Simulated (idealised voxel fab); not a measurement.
The name of this process module is voxel transistor to metal.
Section cut is 215 nm wide and gridded with 5 nm square cells.
Cross-sections here: square-cell grids, written as top-down lists of bands, a band being one or more rows of cells. This entry defines a band. It first specifies the height of the band's top and the height of its bottom in nm, and then specifies the band's materials from left to right, stating each material with its width in nm. The word "full width" identifies a single material that fills the band from edge to edge, while the word "blank" identifies empty space. We count height from 0. Below that, the starting wafer is all one material. The lowest band never ends at the bottom but goes on down; see "0 nm and below" for how that is written. With a width like "30 to 40", each row of cells in the band differs from the next by the same amount, the top row carrying the first number and the bottom row the second. When a step is marked "nothing changed", none of the cells in the cross-section changed during that step. What "Enclosed void catalog" gives you is every empty space of 8 cells or more that is cut off from the top. Each appears as width x height at distance, with the distance taken from the left edge and width, height and distance all in nm. Past the settings on a step's line: simulator remark, on that step. A step's line can hold "overlay nm"; with a mask on that step, the setting says how far right of the planned place the mask lay, while a negative setting says it lay to the left.
## plan
step 1: RECEIVE with material Si
step 2: OXIDIZE with depth nm 5
step 3: CONFORMAL_DEP with material SiN, thk nm 15
step 4: MASKED_ETCH with tone cover, mask id ACTIVE, width nm 95, etch materials SiN, depth nm 15, overlay nm 0
step 5: MASKED_ETCH with tone cover, mask id ACTIVE, width nm 95, etch materials SiO2, depth nm 5, overlay nm 0
step 6: MASKED_ETCH with tone cover, mask id ACTIVE, width nm 95, etch materials Si, depth nm 35, overlay nm 0
step 7: OXIDIZE with depth nm 5
step 8: FILL_DEP with material SiO2, thk nm 10
step 9: CMP with height nm 15
step 10: SELECTIVE_ETCH with etch materials SiO2, depth nm 5
step 11: STRIP with etch materials SiN
step 12: SELECTIVE_ETCH with etch materials SiO2, depth nm 5
step 13: OXIDIZE with depth nm 5
step 14: DIRECTIONAL_DEP with material polySi, thk nm 30
step 15: DIRECTIONAL_DEP with material SiCN, thk nm 15
step 16: MASKED_ETCH with tone cover, mask id GATE, width nm 15, etch materials SiCN, depth nm 25, overlay nm 0
step 17: MASKED_ETCH with tone cover, mask id GATE, width nm 15, etch materials polySi, depth nm 40, overlay nm 0
step 18: CONFORMAL_DEP with material SiO2, thk nm 5
step 19: DIRECTIONAL_ETCH with etch materials SiO2, depth nm 5
step 20: CONFORMAL_DEP with material SiN, thk nm 5
step 21: DIRECTIONAL_ETCH with etch materials SiN, depth nm 5
step 22: DIRECTIONAL_ETCH with etch materials SiO2, depth nm 5
step 23: DIRECTIONAL_ETCH with etch materials Si, depth nm 15
step 24: EPI with material SiGe, thk nm 20
step 25: FILL_DEP with material SiO2, thk nm 10
step 26: CMP with height nm 40
step 27: DIRECTIONAL_DEP with material SiO2, thk nm 15
step 28: MASKED_ETCH with tone open, mask id CONTACT, width nm 25, pitch nm 50, etch materials SiO2, depth nm 45, overlay nm 0
step 29: CONFORMAL_DEP with material TiN, thk nm 5
step 30: FILL_DEP with material Ru, thk nm 10
step 31: CMP with height nm 55
step 32: CONFORMAL_DEP with material SiN, thk nm 5
step 33: DIRECTIONAL_DEP with material lowk, thk nm 15
step 34: PATTERN with tone open, mask id METAL_1, material resist, width nm 15, pitch nm 60, thk nm 20, overlay nm 0
step 35: DIRECTIONAL_ETCH with etch materials lowk, depth nm 15
step 36: DIRECTIONAL_ETCH with etch materials SiN, depth nm 5
step 37: STRIP with etch materials resist
step 38: CONFORMAL_DEP with material TiN, thk nm 5
step 39: FILL_DEP with material W, thk nm 5
step 40: CMP with height nm 75
step 41: EPI with material Ru, thk nm 5
step 42: FILL_DEP with material SiCN, thk nm 5
## Cross-sectional view of the wafer in its as-received condition, corresponding to the state after step 1
    0 nm and below = Si full width
    Enclosed void catalog: none
## Wafer at module end, in section. Began as above, planned as above, run with one mistake
    85 nm to 80 nm = SiCN full width
    80 nm to 75 nm = 65 of SiCN | 25 of Ru | 35 of SiCN | 25 of Ru | 65 of SiCN
    75 nm to 65 nm = 70 of lowk | 5 of TiN | 5 of W | 5 of TiN | 45 of lowk | 5 of TiN | 5 of W | 5 of TiN | 70 of lowk
    65 nm to 60 nm = 70 of SiN | 15 of TiN | 45 of SiN | 15 of TiN | 70 of SiN
    60 nm to 55 nm = 75 of TiN | 15 of Ru | 35 of TiN | 15 of Ru | 75 of TiN
    55 nm to 45 nm = 70 of SiO2 | 5 of TiN | 15 of Ru | 5 of TiN | 25 of SiO2 | 5 of TiN | 15 of Ru | 5 of TiN | 70 of SiO2
    45 nm to 40 nm = 70 of SiO2 | 5 of TiN | 10 of Ru | 10 of TiN | 25 of SiO2 | 10 of TiN | 10 of Ru | 5 of TiN | 70 of SiO2
    40 nm to 25 nm = 70 of SiO2 | 5 of TiN | 10 of Ru | 5 of TiN | 5 of SiN | 5 of SiO2 | 15 of SiCN | 5 of SiO2 | 5 of SiN | 5 of TiN | 10 of Ru | 5 of TiN | 70 of SiO2
    25 nm to 15 nm = 70 of SiO2 | 5 of TiN | 10 of Ru | 5 of TiN | 5 of SiN | 5 of SiO2 | 15 of polySi | 5 of SiO2 | 5 of SiN | 5 of TiN | 10 of Ru | 5 of TiN | 70 of SiO2
    15 nm to 10 nm = 70 of SiO2 | 20 of TiN | 5 of SiN | 5 of SiO2 | 15 of polySi | 5 of SiO2 | 5 of SiN | 20 of TiN | 70 of SiO2
    10 nm to 5 nm = 70 of SiO2 | 20 of SiGe | 5 of SiN | 5 of SiO2 | 15 of polySi | 5 of SiO2 | 5 of SiN | 20 of SiGe | 70 of SiO2
    5 nm to -5 nm = 60 of SiO2 | 5 of SiN | 5 of SiO2 | 20 of SiGe | 5 of SiN | 5 of SiO2 | 15 of polySi | 5 of SiO2 | 5 of SiN | 20 of SiGe | 5 of SiO2 | 5 of SiN | 60 of SiO2
    -5 nm to -10 nm = 65 of SiO2 | 25 of SiGe | 35 of SiO2 | 25 of SiGe | 65 of SiO2
    -10 nm to -25 nm = 65 of SiO2 | 25 of SiGe | 35 of Si | 25 of SiGe | 65 of SiO2
    -25 nm to -45 nm = 65 of SiO2 | 85 of Si | 65 of SiO2
    -45 nm and below = Si full width
    Enclosed void catalog: none
Processing error: step 31 off recipe, ran as CMP with height nm 60
